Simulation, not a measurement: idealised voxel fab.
process module | voxel ribs on slabs
cross-section cut | 185 nm wide | cells 5 nm
A cross-section is a grid of square cells, given in bands from the top down. A band is one or more rows of cells.
Each band's line starts with the height of the band's top and of its bottom, in nm. Then come its materials from left to right, each with its width in nm. One material with "throughout" fills the band from edge to edge. "air" is empty space.
Height 0 is the level under which the wafer as received is all one material. The lowest band goes on downwards, as in "0 down".
A width such as "30 to 40" changes by the same amount from each row of cells to the next, from the band's top row to its bottom row.
"no change" after a step means that no cell of the cross-section changed.
closed voids: empty space of 8 cells or more with no open way to the top, each as width x height at its distance from the left edge, in nm
after a step's settings: what the simulator itself notes on the step
overlay nm, on a step with a mask: how far to the right of its planned place the mask lay; to the left if negative
plan
1 op RECEIVE | material Si
2 op DIRECTIONAL_DEP | material SiO2 | thk nm 30
3 op DIRECTIONAL_DEP | material polySi | thk nm 20
4 op MASKED_ETCH | tone cover | mask id RIB | width nm 15 | etch materials polySi | depth nm 5 | overlay nm 0
5 op DIRECTIONAL_DEP | material aC | thk nm 15
6 op PATTERN | tone cover | mask id SLAB | material resist | width nm 50 | thk nm 30 | overlay nm 0
7 op DIRECTIONAL_ETCH | etch materials aC | depth nm 15
8 op STRIP | etch materials resist
9 op DIRECTIONAL_ETCH | etch materials polySi | depth nm 15
10 op STRIP | etch materials aC
11 op FILL_DEP | material SiO2 | thk nm 20
12 op CMP | height nm 60
13 op DIRECTIONAL_DEP | material W | thk nm 5
14 op MASKED_ETCH | tone cover | mask id HEATER | width nm 30 | etch materials W | depth nm 5 | overlay nm 0
15 op CONFORMAL_DEP | material SiO2 | thk nm 5
varied across the wafers: width nm of step 4. The plan shows the first wafer's value. All wafers start alike
first wafer as received, after step 1
  0 down: Si throughout
  closed voids: none
first wafer at the end, after step 15
  70 to 65: air 70 | SiO2 40 | air 75
  65 to 60: SiO2 75 | W 30 | SiO2 80
  60 to 50: SiO2 throughout
  50 to 45: SiO2 85 | polySi 15 | SiO2 85
  45 to 30: SiO2 65 | polySi 50 | SiO2 70
  30 to 0: SiO2 throughout
  0 down: Si throughout
  closed voids: none
last wafer at the end
  70 to 65: air 70 | SiO2 40 | air 75
  65 to 60: SiO2 75 | W 30 | SiO2 80
  60 to 50: SiO2 throughout
  50 to 45: SiO2 75 | polySi 35 | SiO2 75
  45 to 30: SiO2 65 | polySi 50 | SiO2 70
  30 to 0: SiO2 throughout
  0 down: Si throughout
  closed voids: none
each wafer at the end: cells of each material gained (+) or lost (-) since it was received, then its closed voids
width nm 15 | +450 SiO2 | +6 W | +33 polySi | closed voids: none
width nm 20 | +449 SiO2 | +6 W | +34 polySi | closed voids: none
width nm 25 | +448 SiO2 | +6 W | +35 polySi | closed voids: none
width nm 30 | +447 SiO2 | +6 W | +36 polySi | closed voids: none
width nm 35 | +446 SiO2 | +6 W | +37 polySi | closed voids: none
